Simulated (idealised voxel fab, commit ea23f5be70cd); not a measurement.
process module | voxel plated lines
FYI the section here is cut, 285 nm wide, cells are 5 nm squares.
When this document writes out a cross-section, it uses a grid of square cells and lists it as bands, beginning at the top and moving down, with a band standing for one or more rows of cells. Band entry format. Leading values: height of top, height of bottom, nm. Remainder: materials in left-to-right order, each with its width in nm. Special words: "everywhere" on a single material, which then fills the band edge to edge; "blank", empty space. Heads up on the height convention: 0 is the point under which the incoming wafer is all one material, and the lowest band has no bottom, it just keeps going down, like "z 0 and below". A width such as "30->40" changes by the same amount from each row of cells to the next, from the band's top row to its bottom row. Any step labelled "no alteration" changed none of the cells in the cross-section. Sealed void inventory: empty space of 8 cells or more with no open way to the top, each as width x height at its distance from the left edge, in nm. Note: text after step settings on the step line = simulator remark on that step. The line of a step may include "overlay nm". On a step with a mask, this value is how far to the right of its planned place the mask lay. A negative value means the mask lay to the left.
### These are the steps we planned for the process
1,RECEIVE, material Si
2,CONFORMAL_DEP, material SiN, thk nm 10
3,DIRECTIONAL_DEP, material TiN, thk nm 5
4,PATTERN, tone open, mask id LINES, material resist, width nm 20, pitch nm 40, thk nm 15, overlay nm 0
5,EPI, material Ru, thk nm 10
6,STRIP, etch materials resist
7,DIRECTIONAL_ETCH, etch materials TiN, depth nm 5
8,CONFORMAL_DEP, material SiN, thk nm 10
### The cross-section here shows the wafer as received, i.e. in its state after step 1
	z 0 and below | Si everywhere
	Sealed void inventory: none
### Here's the wafer cut in cross-section after the module, started and planned just like above, except one thing was done wrong in the run
	z 35 to 25 | blank 100 nm, SiN 85 nm, blank 100 nm
	z 25 to 20 | blank 100 nm, SiN 10 nm, Ru 25 nm, SiN 15 nm, Ru 25 nm, SiN 10 nm, blank 100 nm
	z 20 to 15 | SiN 110 nm, Ru 25 nm, SiN 15 nm, Ru 25 nm, SiN 110 nm
	z 15 to 10 | SiN 110 nm, TiN 25 nm, SiN 15 nm, TiN 25 nm, SiN 110 nm
	z 10 to 0 | SiN everywhere
	z 0 and below | Si everywhere
	Sealed void inventory: none
Plan not followed: step 4 off recipe, ran as PATTERN, tone open, mask id LINES, material resist, width nm 25, pitch nm 40, thk nm 15, overlay nm 0
